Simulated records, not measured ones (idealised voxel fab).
Presented below is a process module, voxel quadruple lines.
cross-section cut | 165 nm wide | cells 5 nm
Heads up, the way a cross-section reads in here is a grid of square cells, handed over as bands from the top down, with every band being one or more rows of cells. Per band: top height and bottom height in nm, followed by the left-to-right materials and their widths in nm; "edge to edge" marks a single material spanning edge to edge, "air" marks empty space. Height is counted from the level 0, under which the received wafer is composed throughout of one material. The lowest of the bands is not closed at the bottom but continues downward, in the notation "0 down". Graded width ("30->40"): value in top row of band = first number; value in bottom row = second number; row-to-row change constant. Key: "nothing altered" - step with no changed cell in the cross-section. "Sealed void listing" means: voids of 8 cells or more that are shut off from the top with no open way through. Written width x height at distance, distance from the left edge, in nm. Past the settings on a step's line: simulator remark, on that step. What "overlay nm" on a step's line means: if the step has a mask, that mask lay this far to the right of its planned place, or, when the value is negative, to the left. Read each pair as before and after one process step. The after cross-section shows only down to the lowest band that changed. The step between them and its settings are given below the pair. Pairs can come from different runs of this module on the same starting wafer. A pair continues from the pair above only where its "Before processing step" entry says so.

Before processing step:
* 65 to 40: 60 nm air | 15 nm SiO2 | 20 nm air | 15 nm SiO2 | 55 nm air
* 40 to 20: 60 nm air | 15 nm polySi | 20 nm air | 15 nm polySi | 55 nm air
* 20 to 10: Ru edge to edge
* 10 to 0: SiO2 edge to edge
* 0 down: Si edge to edge
* Sealed void listing: none

Sectional Result:
* 40 to 20: 60 nm air | 15 nm polySi | 20 nm air | 15 nm polySi | 55 nm air
* Under the height 20 nothing was changed.
* Sealed void listing: none
What step was run between the cross-section before it and the cross-section after it, both above? op STRIP | etch materials SiO2

Before processing step: the pre-step structure is the one depicted after the step in the pair just above.

Sectional Result:
* 45 to 40: 55 nm air | 25 nm SiN | 10 nm air | 25 nm SiN | 50 nm air
* 40 to 25: 55 nm air | 5 nm SiN | 15 nm polySi | 5 nm SiN | 10 nm air | 5 nm SiN | 15 nm polySi | 5 nm SiN | 50 nm air
* 25 to 20: 60 nm SiN | 15 nm polySi | 20 nm SiN | 15 nm polySi | 55 nm SiN
* Under the height 20 nothing was changed.
* Sealed void listing: none
What step was run between the cross-section before it and the cross-section after it, both above? op CONFORMAL_DEP | material SiN | thk nm 5

Before processing step: the pre-step structure is the one depicted after the step in the pair just above.

Sectional Result:
* 40 to 20: 55 nm air | 5 nm SiN | 15 nm polySi | 5 nm SiN | 10 nm air | 5 nm SiN | 15 nm polySi | 5 nm SiN | 50 nm air
* Under the height 20 nothing was changed.
* Sealed void listing: none
What step was run between the cross-section before it and the cross-section after it, both above? op DIRECTIONAL_ETCH | etch materials SiN | depth nm 5

Before processing step: the pre-step structure is the one depicted after the step in the pair just above.

Sectional Result:
* 40 to 20: 55 nm air | 5 nm SiN | 15 nm air | 5 nm SiN | 10 nm air | 5 nm SiN | 15 nm air | 5 nm SiN | 50 nm air
* Under the height 20 nothing was changed.
* Sealed void listing: none
What step was run between the cross-section before it and the cross-section after it, both above? op STRIP | etch materials polySi

Before processing step: the pre-step structure is the one depicted after the step in the pair just above.

Sectional Result:
* 40 to 20: 55 nm air | 5 nm SiN | 15 nm air | 5 nm SiN | 10 nm air | 5 nm SiN | 15 nm air | 5 nm SiN | 50 nm air
* 20 to 10: 55 nm air | 5 nm Ru | 15 nm air | 5 nm Ru | 10 nm air | 5 nm Ru | 15 nm air | 5 nm Ru | 50 nm air
* Under the height 10 nothing was changed.
* Sealed void listing: none
What step was run between the cross-section before it and the cross-section after it, both above? op DIRECTIONAL_ETCH | etch materials Ru | depth nm 10

Before processing step: the pre-step structure is the one depicted after the step in the pair just above.

Sectional Result:
* 20 to 10: 55 nm air | 5 nm Ru | 15 nm air | 5 nm Ru | 10 nm air | 5 nm Ru | 15 nm air | 5 nm Ru | 50 nm air
* Under the height 10 nothing was changed.
* Sealed void listing: none
What step was run between the cross-section before it and the cross-section after it, both above? op STRIP | etch materials SiN

Before processing step: the pre-step structure is the one depicted after the step in the pair just above.

Sectional Result:
* 30 to 20: lowk edge to edge
* 20 to 10: 55 nm lowk | 5 nm Ru | 15 nm lowk | 5 nm Ru | 10 nm lowk | 5 nm Ru | 15 nm lowk | 5 nm Ru | 50 nm lowk
* Under the height 10 nothing was changed.
* Sealed void listing: none
What step was run between the cross-section before it and the cross-section after it, both above? op FILL_DEP | material lowk | thk nm 10

Before processing step: the pre-step structure is the one depicted after the step in the pair just above.

Sectional Result:
* 20 to 10: 55 nm lowk | 5 nm Ru | 15 nm lowk | 5 nm Ru | 10 nm lowk | 5 nm Ru | 15 nm lowk | 5 nm Ru | 50 nm lowk
* Under the height 10 nothing was changed.
* Sealed void listing: none
What step was run between the cross-section before it and the cross-section after it, both above? op CMP | height nm 20

Before processing step:
* 65 to 40: aC edge to edge
* 40 to 20: polySi edge to edge
* 20 to 10: Ru edge to edge
* 10 to 0: SiO2 edge to edge
* 0 down: Si edge to edge
* Sealed void listing: none

Sectional Result:
* 100 to 65: 65 nm air | 25 nm resist | 75 nm air
* Under the height 65 nothing was changed.
* Sealed void listing: none
What step was run between the cross-section before it and the cross-section after it, both above? op PATTERN | tone cover | mask id MANDREL | material resist | width nm 25 | thk nm 35 | overlay nm -5

Before processing step: the pre-step structure is the one depicted after the step in the pair just above.

Sectional Result:
* 75 to 65: 65 nm air | 25 nm resist | 75 nm air
* 65 to 40: 65 nm air | 25 nm aC | 75 nm air
* Under the height 40 nothing was changed.
* Sealed void listing: none
What step was run between the cross-section before it and the cross-section after it, both above? op DIRECTIONAL_ETCH | etch materials aC | depth nm 25

Before processing step: the pre-step structure is the one depicted after the step in the pair just above.

Sectional Result:
* 65 to 40: 65 nm air | 25 nm aC | 75 nm air
* Under the height 40 nothing was changed.
* Sealed void listing: none
What step was run between the cross-section before it and the cross-section after it, both above? op STRIP | etch materials resist

Before processing step: the pre-step structure is the one depicted after the step in the pair just above.

Sectional Result:
* 80 to 65: 50 nm air | 55 nm SiO2 | 60 nm air
* 65 to 55: 50 nm air | 15 nm SiO2 | 25 nm aC | 15 nm SiO2 | 60 nm air
* 55 to 40: 65 nm SiO2 | 25 nm aC | 75 nm SiO2
* Under the height 40 nothing was changed.
* Sealed void listing: none
What step was run between the cross-section before it and the cross-section after it, both above? op CONFORMAL_DEP | material SiO2 | thk nm 15

Before processing step: the pre-step structure is the one depicted after the step in the pair just above.

Sectional Result:
* 65 to 40: 50 nm air | 15 nm SiO2 | 25 nm aC | 15 nm SiO2 | 60 nm air
* Under the height 40 nothing was changed.
* Sealed void listing: none
What step was run between the cross-section before it and the cross-section after it, both above? op DIRECTIONAL_ETCH | etch materials SiO2 | depth nm 15

Before processing step: the pre-step structure is the one depicted after the step in the pair just above.

Sectional Result:
* 65 to 40: 50 nm air | 15 nm SiO2 | 25 nm air | 15 nm SiO2 | 60 nm air
* Under the height 40 nothing was changed.
* Sealed void listing: none
What step was run between the cross-section before it and the cross-section after it, both above? op STRIP | etch materials aC

Before processing step: the pre-step structure is the one depicted after the step in the pair just above.

Sectional Result:
* 65 to 40: 50 nm air | 15 nm SiO2 | 25 nm air | 15 nm SiO2 | 60 nm air
* 40 to 20: 50 nm air | 15 nm polySi | 25 nm air | 15 nm polySi | 60 nm air
* Under the height 20 nothing was changed.
* Sealed void listing: none
What step was run between the cross-section before it and the cross-section after it, both above? op DIRECTIONAL_ETCH | etch materials polySi | depth nm 20

Before processing step: the pre-step structure is the one depicted after the step in the pair just above.

Sectional Result:
* 40 to 20: 50 nm air | 15 nm polySi | 25 nm air | 15 nm polySi | 60 nm air
* Under the height 20 nothing was changed.
* Sealed void listing: none
What step was run between the cross-section before it and the cross-section after it, both above? op STRIP | etch materials SiO2

Before processing step: the pre-step structure is the one depicted after the step in the pair just above.

Sectional Result:
* 45 to 40: 45 nm air | 25 nm SiN | 15 nm air | 25 nm SiN | 55 nm air
* 40 to 25: 45 nm air | 5 nm SiN | 15 nm polySi | 5 nm SiN | 15 nm air | 5 nm SiN | 15 nm polySi | 5 nm SiN | 55 nm air
* 25 to 20: 50 nm SiN | 15 nm polySi | 25 nm SiN | 15 nm polySi | 60 nm SiN
* Under the height 20 nothing was changed.
* Sealed void listing: none
What step was run between the cross-section before it and the cross-section after it, both above? op CONFORMAL_DEP | material SiN | thk nm 5

Before processing step: the pre-step structure is the one depicted after the step in the pair just above.

Sectional Result:
* 40 to 20: 45 nm air | 5 nm SiN | 15 nm polySi | 5 nm SiN | 15 nm air | 5 nm SiN | 15 nm polySi | 5 nm SiN | 55 nm air
* Under the height 20 nothing was changed.
* Sealed void listing: none
What step was run between the cross-section before it and the cross-section after it, both above? op DIRECTIONAL_ETCH | etch materials SiN | depth nm 5

Before processing step: the pre-step structure is the one depicted after the step in the pair just above.

Sectional Result:
* 40 to 20: 45 nm air | 5 nm SiN | 15 nm air | 5 nm SiN | 15 nm air | 5 nm SiN | 15 nm air | 5 nm SiN | 55 nm air
* Under the height 20 nothing was changed.
* Sealed void listing: none
What step was run between the cross-section before it and the cross-section after it, both above? op STRIP | etch materials polySi

Before processing step: the pre-step structure is the one depicted after the step in the pair just above.

Sectional Result:
* 40 to 20: 45 nm air | 5 nm SiN | 15 nm air | 5 nm SiN | 15 nm air | 5 nm SiN | 15 nm air | 5 nm SiN | 55 nm air
* 20 to 10: 45 nm air | 5 nm Ru | 15 nm air | 5 nm Ru | 15 nm air | 5 nm Ru | 15 nm air | 5 nm Ru | 55 nm air
* Under the height 10 nothing was changed.
* Sealed void listing: none
What step was run between the cross-section before it and the cross-section after it, both above? op DIRECTIONAL_ETCH | etch materials Ru | depth nm 10

Before processing step: the pre-step structure is the one depicted after the step in the pair just above.

Sectional Result:
* 20 to 10: 45 nm air | 5 nm Ru | 15 nm air | 5 nm Ru | 15 nm air | 5 nm Ru | 15 nm air | 5 nm Ru | 55 nm air
* Under the height 10 nothing was changed.
* Sealed void listing: none
What step was run between the cross-section before it and the cross-section after it, both above? op STRIP | etch materials SiN

Before processing step: the pre-step structure is the one depicted after the step in the pair just above.

Sectional Result:
* 30 to 20: lowk edge to edge
* 20 to 10: 45 nm lowk | 5 nm Ru | 15 nm lowk | 5 nm Ru | 15 nm lowk | 5 nm Ru | 15 nm lowk | 5 nm Ru | 55 nm lowk
* Under the height 10 nothing was changed.
* Sealed void listing: none
What step was run between the cross-section before it and the cross-section after it, both above? op FILL_DEP | material lowk | thk nm 10

Before processing step: the pre-step structure is the one depicted after the step in the pair just above.

Sectional Result:
* 20 to 10: 45 nm lowk | 5 nm Ru | 15 nm lowk | 5 nm Ru | 15 nm lowk | 5 nm Ru | 15 nm lowk | 5 nm Ru | 55 nm lowk
* Under the height 10 nothing was changed.
* Sealed void listing: none
What step was run between the cross-section before it and the cross-section after it, both above? op CMP | height nm 20

Before processing step:
* 0 down: Si edge to edge
* Sealed void listing: none

Sectional Result:
* 10 to 0: lowk edge to edge
* Under the height 0 nothing was changed.
* Sealed void listing: none
What step was run between the cross-section before it and the cross-section after it, both above? op CONFORMAL_DEP | material lowk | thk nm 10

Before processing step: the pre-step structure is the one depicted after the step in the pair just above.

Sectional Result:
* 20 to 10: Ru edge to edge
* Under the height 10 nothing was changed.
* Sealed void listing: none
What step was run between the cross-section before it and the cross-section after it, both above? op DIRECTIONAL_DEP | material Ru | thk nm 10

Before processing step: the pre-step structure is the one depicted after the step in the pair just above.

Sectional Result:
* 40 to 20: polySi edge to edge
* Under the height 20 nothing was changed.
* Sealed void listing: none
What step was run between the cross-section before it and the cross-section after it, both above? op DIRECTIONAL_DEP | material polySi | thk nm 20

Before processing step: the pre-step structure is the one depicted after the step in the pair just above.

Sectional Result:
* 65 to 40: aC edge to edge
* Under the height 40 nothing was changed.
* Sealed void listing: none
What step was run between the cross-section before it and the cross-section after it, both above? op DIRECTIONAL_DEP | material aC | thk nm 25

Before processing step: the pre-step structure is the one depicted after the step in the pair just above.

Sectional Result:
* 100 to 65: 70 nm air | 25 nm resist | 70 nm air
* Under the height 65 nothing was changed.
* Sealed void listing: none
What step was run between the cross-section before it and the cross-section after it, both above? op PATTERN | tone cover | mask id MANDREL | material resist | width nm 25 | thk nm 35 | overlay nm 0

Before processing step: the pre-step structure is the one depicted after the step in the pair just above.

Sectional Result:
* 75 to 65: 70 nm air | 25 nm resist | 70 nm air
* 65 to 40: 70 nm air | 25 nm aC | 70 nm air
* Under the height 40 nothing was changed.
* Sealed void listing: none
What step was run between the cross-section before it and the cross-section after it, both above? op DIRECTIONAL_ETCH | etch materials aC | depth nm 25

Before processing step: the pre-step structure is the one depicted after the step in the pair just above.

Sectional Result:
* 65 to 40: 70 nm air | 25 nm aC | 70 nm air
* Under the height 40 nothing was changed.
* Sealed void listing: none
What step was run between the cross-section before it and the cross-section after it, both above? op STRIP | etch materials resist

Before processing step: the pre-step structure is the one depicted after the step in the pair just above.

Sectional Result:
* 80 to 65: 55 nm air | 55 nm SiO2 | 55 nm air
* 65 to 55: 55 nm air | 15 nm SiO2 | 25 nm aC | 15 nm SiO2 | 55 nm air
* 55 to 40: 70 nm SiO2 | 25 nm aC | 70 nm SiO2
* Under the height 40 nothing was changed.
* Sealed void listing: none
What step was run between the cross-section before it and the cross-section after it, both above? op CONFORMAL_DEP | material SiO2 | thk nm 15

Before processing step: the pre-step structure is the one depicted after the step in the pair just above.

Sectional Result:
* 65 to 40: 55 nm air | 15 nm SiO2 | 25 nm aC | 15 nm SiO2 | 55 nm air
* Under the height 40 nothing was changed.
* Sealed void listing: none
What step was run between the cross-section before it and the cross-section after it, both above? op DIRECTIONAL_ETCH | etch materials SiO2 | depth nm 15

Before processing step: the pre-step structure is the one depicted after the step in the pair just above.

Sectional Result:
* 65 to 40: 55 nm air | 15 nm SiO2 | 25 nm air | 15 nm SiO2 | 55 nm air
* Under the height 40 nothing was changed.
* Sealed void listing: none
What step was run between the cross-section before it and the cross-section after it, both above? op STRIP | etch materials aC

Before processing step: the pre-step structure is the one depicted after the step in the pair just above.

Sectional Result:
* 65 to 40: 55 nm air | 15 nm SiO2 | 25 nm air | 15 nm SiO2 | 55 nm air
* 40 to 20: 55 nm air | 15 nm polySi | 25 nm air | 15 nm polySi | 55 nm air
* Under the height 20 nothing was changed.
* Sealed void listing: none
What step was run between the cross-section before it and the cross-section after it, both above? op DIRECTIONAL_ETCH | etch materials polySi | depth nm 20

Before processing step: the pre-step structure is the one depicted after the step in the pair just above.

Sectional Result:
* 40 to 20: 55 nm air | 15 nm polySi | 25 nm air | 15 nm polySi | 55 nm air
* Under the height 20 nothing was changed.
* Sealed void listing: none
What step was run between the cross-section before it and the cross-section after it, both above? op STRIP | etch materials SiO2

Before processing step: the pre-step structure is the one depicted after the step in the pair just above.

Sectional Result:
* 45 to 40: 50 nm air | 25 nm SiN | 15 nm air | 25 nm SiN | 50 nm air
* 40 to 25: 50 nm air | 5 nm SiN | 15 nm polySi | 5 nm SiN | 15 nm air | 5 nm SiN | 15 nm polySi | 5 nm SiN | 50 nm air
* 25 to 20: 55 nm SiN | 15 nm polySi | 25 nm SiN | 15 nm polySi | 55 nm SiN
* Under the height 20 nothing was changed.
* Sealed void listing: none
What step was run between the cross-section before it and the cross-section after it, both above? op CONFORMAL_DEP | material SiN | thk nm 5

Before processing step: the pre-step structure is the one depicted after the step in the pair just above.

Sectional Result:
* 40 to 20: 50 nm air | 5 nm SiN | 15 nm polySi | 5 nm SiN | 15 nm air | 5 nm SiN | 15 nm polySi | 5 nm SiN | 50 nm air
* Under the height 20 nothing was changed.
* Sealed void listing: none
What step was run between the cross-section before it and the cross-section after it, both above? op DIRECTIONAL_ETCH | etch materials SiN | depth nm 5

Before processing step: the pre-step structure is the one depicted after the step in the pair just above.

Sectional Result:
* 40 to 20: 50 nm air | 5 nm SiN | 15 nm air | 5 nm SiN | 15 nm air | 5 nm SiN | 15 nm air | 5 nm SiN | 50 nm air
* Under the height 20 nothing was changed.
* Sealed void listing: none
What step was run between the cross-section before it and the cross-section after it, both above? op STRIP | etch materials polySi

Before processing step: the pre-step structure is the one depicted after the step in the pair just above.

Sectional Result:
* 40 to 20: 50 nm air | 5 nm SiN | 15 nm air | 5 nm SiN | 15 nm air | 5 nm SiN | 15 nm air | 5 nm SiN | 50 nm air
* 20 to 10: 50 nm air | 5 nm Ru | 15 nm air | 5 nm Ru | 15 nm air | 5 nm Ru | 15 nm air | 5 nm Ru | 50 nm air
* Under the height 10 nothing was changed.
* Sealed void listing: none
What step was run between the cross-section before it and the cross-section after it, both above? op DIRECTIONAL_ETCH | etch materials Ru | depth nm 10

Before processing step: the pre-step structure is the one depicted after the step in the pair just above.

Sectional Result:
* 20 to 10: 50 nm air | 5 nm Ru | 15 nm air | 5 nm Ru | 15 nm air | 5 nm Ru | 15 nm air | 5 nm Ru | 50 nm air
* Under the height 10 nothing was changed.
* Sealed void listing: none
What step was run between the cross-section before it and the cross-section after it, both above? op STRIP | etch materials SiN

Before processing step: the pre-step structure is the one depicted after the step in the pair just above.

Sectional Result:
* 30 to 20: lowk edge to edge
* 20 to 10: 50 nm lowk | 5 nm Ru | 15 nm lowk | 5 nm Ru | 15 nm lowk | 5 nm Ru | 15 nm lowk | 5 nm Ru | 50 nm lowk
* Under the height 10 nothing was changed.
* Sealed void listing: none
What step was run between the cross-section before it and the cross-section after it, both above? op FILL_DEP | material lowk | thk nm 10

Before processing step: the pre-step structure is the one depicted after the step in the pair just above.

Sectional Result:
* 20 to 10: 50 nm lowk | 5 nm Ru | 15 nm lowk | 5 nm Ru | 15 nm lowk | 5 nm Ru | 15 nm lowk | 5 nm Ru | 50 nm lowk
* Under the height 10 nothing was changed.
* Sealed void listing: none
What step was run between the cross-section before it and the cross-section after it, both above? op CMP | height nm 20

Before processing step:
* 65 to 40: aC edge to edge
* 40 to 20: polySi edge to edge
* 20 to 10: Ru edge to edge
* 10 to 0: SiO2 edge to edge
* 0 down: Si edge to edge
* Sealed void listing: none

Sectional Result:
* 100 to 65: 70 nm resist | 25 nm air | 70 nm resist
* Under the height 65 nothing was changed.
* Sealed void listing: none
What step was run between the cross-section before it and the cross-section after it, both above? op PATTERN | tone open | mask id MANDREL | material resist | width nm 25 | thk nm 35 | overlay nm 0

Before processing step: the pre-step structure is the one depicted after the step in the pair just above.

Sectional Result:
* 75 to 65: 70 nm resist | 25 nm air | 70 nm resist
* 65 to 40: 70 nm aC | 25 nm air | 70 nm aC
* Under the height 40 nothing was changed.
* Sealed void listing: none
What step was run between the cross-section before it and the cross-section after it, both above? op DIRECTIONAL_ETCH | etch materials aC | depth nm 25

Before processing step: the pre-step structure is the one depicted after the step in the pair just above.

Sectional Result:
* 65 to 40: 70 nm aC | 25 nm air | 70 nm aC
* Under the height 40 nothing was changed.
* Sealed void listing: none
What step was run between the cross-section before it and the cross-section after it, both above? op STRIP | etch materials resist

Before processing step: the pre-step structure is the one depicted after the step in the pair just above.

Sectional Result:
* 80 to 65: SiO2 edge to edge
* 65 to 40: 70 nm aC | 25 nm SiO2 | 70 nm aC
* Under the height 40 nothing was changed.
* Sealed void listing: none
What step was run between the cross-section before it and the cross-section after it, both above? op CONFORMAL_DEP | material SiO2 | thk nm 15

Before processing step: the pre-step structure is the one depicted after the step in the pair just above.

Sectional Result:
* 65 to 40: 70 nm aC | 25 nm SiO2 | 70 nm aC
* Under the height 40 nothing was changed.
* Sealed void listing: none
What step was run between the cross-section before it and the cross-section after it, both above? op DIRECTIONAL_ETCH | etch materials SiO2 | depth nm 15

Before processing step: the pre-step structure is the one depicted after the step in the pair just above.

Sectional Result:
* 65 to 40: 70 nm air | 25 nm SiO2 | 70 nm air
* Under the height 40 nothing was changed.
* Sealed void listing: none
What step was run between the cross-section before it and the cross-section after it, both above? op STRIP | etch materials aC

Before processing step: the pre-step structure is the one depicted after the step in the pair just above.

Sectional Result:
* 65 to 40: 70 nm air | 25 nm SiO2 | 70 nm air
* 40 to 20: 70 nm air | 25 nm polySi | 70 nm air
* Under the height 20 nothing was changed.
* Sealed void listing: none
What step was run between the cross-section before it and the cross-section after it, both above? op DIRECTIONAL_ETCH | etch materials polySi | depth nm 20

Before processing step: the pre-step structure is the one depicted after the step in the pair just above.

Sectional Result:
* 40 to 20: 70 nm air | 25 nm polySi | 70 nm air
* Under the height 20 nothing was changed.
* Sealed void listing: none
What step was run between the cross-section before it and the cross-section after it, both above? op STRIP | etch materials SiO2

Before processing step: the pre-step structure is the one depicted after the step in the pair just above.

Sectional Result:
* 45 to 40: 65 nm air | 35 nm SiN | 65 nm air
* 40 to 25: 65 nm air | 5 nm SiN | 25 nm polySi | 5 nm SiN | 65 nm air
* 25 to 20: 70 nm SiN | 25 nm polySi | 70 nm SiN
* Under the height 20 nothing was changed.
* Sealed void listing: none
What step was run between the cross-section before it and the cross-section after it, both above? op CONFORMAL_DEP | material SiN | thk nm 5

Before processing step: the pre-step structure is the one depicted after the step in the pair just above.

Sectional Result:
* 40 to 20: 65 nm air | 5 nm SiN | 25 nm polySi | 5 nm SiN | 65 nm air
* Under the height 20 nothing was changed.
* Sealed void listing: none
What step was run between the cross-section before it and the cross-section after it, both above? op DIRECTIONAL_ETCH | etch materials SiN | depth nm 5

Before processing step: the pre-step structure is the one depicted after the step in the pair just above.

Sectional Result:
* 40 to 20: 65 nm air | 5 nm SiN | 25 nm air | 5 nm SiN | 65 nm air
* Under the height 20 nothing was changed.
* Sealed void listing: none
What step was run between the cross-section before it and the cross-section after it, both above? op STRIP | etch materials polySi

Before processing step: the pre-step structure is the one depicted after the step in the pair just above.

Sectional Result:
* 40 to 20: 65 nm air | 5 nm SiN | 25 nm air | 5 nm SiN | 65 nm air
* 20 to 10: 65 nm air | 5 nm Ru | 25 nm air | 5 nm Ru | 65 nm air
* Under the height 10 nothing was changed.
* Sealed void listing: none
What step was run between the cross-section before it and the cross-section after it, both above? op DIRECTIONAL_ETCH | etch materials Ru | depth nm 10

Before processing step: the pre-step structure is the one depicted after the step in the pair just above.

Sectional Result:
* 20 to 10: 65 nm air | 5 nm Ru | 25 nm air | 5 nm Ru | 65 nm air
* Under the height 10 nothing was changed.
* Sealed void listing: none
What step was run between the cross-section before it and the cross-section after it, both above? op STRIP | etch materials SiN

Before processing step: the pre-step structure is the one depicted after the step in the pair just above.

Sectional Result:
* 30 to 20: lowk edge to edge
* 20 to 10: 65 nm lowk | 5 nm Ru | 25 nm lowk | 5 nm Ru | 65 nm lowk
* Under the height 10 nothing was changed.
* Sealed void listing: none
What step was run between the cross-section before it and the cross-section after it, both above? op FILL_DEP | material lowk | thk nm 10

Before processing step: the pre-step structure is the one depicted after the step in the pair just above.

Sectional Result:
* 20 to 10: 65 nm lowk | 5 nm Ru | 25 nm lowk | 5 nm Ru | 65 nm lowk
* Under the height 10 nothing was changed.
* Sealed void listing: none
What step was run between the cross-section before it and the cross-section after it, both above? op CMP | height nm 20
